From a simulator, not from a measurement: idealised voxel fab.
Process module, titled voxel trench capacitor
Xsec cut, 235 nm wide, square cell size 5 nm.
This document writes a cross-section as a grid whose cells are square, and gives it as bands, listed from the top down; one or more rows of cells form a band. Heights first: top, then bottom, in nm. Then materials, left to right, each with a width in nm. "full width" on a single material: fills the band edge to edge. "blank": empty space. Height 0 is the level under which the wafer as received is all one material. The lowest band goes on downwards, as in "0 and below". Width: "30->40" (first number = top row, second number = bottom row, same change from row to row of cells). Any step labelled "no alteration" changed none of the cells in the cross-section. "Enclosed void entries" lists enclosed empty spaces (at least 8 cells, no open path upward to the top), each as width x height at distance from the left edge, in nm. after a step's settings: what the simulator itself notes on the step. overlay nm: mask offset rightward from planned place, masked step; negative means leftward offset.

## Steps planned for the process
1) RECEIVE [material Si]
2) CONFORMAL_DEP [material SiN] [thk nm 5]
3) MASKED_ETCH [tone open] [mask id TRENCH] [width nm 25] [pitch nm 40] [etch materials SiN] [depth nm 5] [overlay nm 0]
4) MASKED_ETCH [tone open] [mask id TRENCH] [width nm 25] [pitch nm 40] [etch materials Si] [depth nm 35] [overlay nm 0]
5) CONFORMAL_DEP [material HfO2] [thk nm 5]
6) CONFORMAL_DEP [material TiN] [thk nm 5]
7) FILL_DEP [material W] [thk nm 10]
8) CMP [height nm 5]

## Incoming wafer, cross-sectional view, post step 1
* 0 and below: Si full width
* Enclosed void entries: none

## Cross-section taken at module completion on the first of two wafers; processed per the plan
* 5 down to 0: SiN (65)  HfO2 (5)  TiN (5)  W (5)  TiN (5)  HfO2 (5)  SiN (15)  HfO2 (5)  TiN (5)  W (5)  TiN (5)  HfO2 (5)  SiN (15)  HfO2 (5)  TiN (5)  W (5)  TiN (5)  HfO2 (5)  SiN (65)
* 0 down to -25: Si (65)  HfO2 (5)  TiN (5)  W (5)  TiN (5)  HfO2 (5)  Si (15)  HfO2 (5)  TiN (5)  W (5)  TiN (5)  HfO2 (5)  Si (15)  HfO2 (5)  TiN (5)  W (5)  TiN (5)  HfO2 (5)  Si (65)
* -25 down to -30: Si (65)  HfO2 (5)  TiN (15)  HfO2 (5)  Si (15)  HfO2 (5)  TiN (15)  HfO2 (5)  Si (15)  HfO2 (5)  TiN (15)  HfO2 (5)  Si (65)
* -30 down to -35: Si (65)  HfO2 (25)  Si (15)  HfO2 (25)  Si (15)  HfO2 (25)  Si (65)
* -35 and below: Si full width
* Enclosed void entries: none

## Module end: cross-section of wafer two of two. Same start and process plan as the first wafer. One mistake during execution
* 5 down to 0: SiN (70)  HfO2 (5)  TiN (10)  HfO2 (5)  SiN (20)  HfO2 (5)  TiN (10)  HfO2 (5)  SiN (20)  HfO2 (5)  TiN (10)  HfO2 (5)  SiN (65)
* 0 down to -30: Si (70)  HfO2 (5)  TiN (10)  HfO2 (5)  Si (20)  HfO2 (5)  TiN (10)  HfO2 (5)  Si (20)  HfO2 (5)  TiN (10)  HfO2 (5)  Si (65)
* -30 down to -35: Si (70)  HfO2 (20)  Si (20)  HfO2 (20)  Si (20)  HfO2 (20)  Si (65)
* -35 and below: Si full width
* Enclosed void entries: none
What was the processing mistake? step 3 ran with different settings than intended, the actual operation and settings being MASKED_ETCH [tone open] [mask id TRENCH] [width nm 20] [pitch nm 40] [etch materials SiN] [depth nm 5] [overlay nm 0]
Upon completion, the second wafer contains, in terms of cells, a greater or smaller amount of certain materials than the first wafer: HfO2 -3, Si +21, SiN +3, TiN -3, W -18
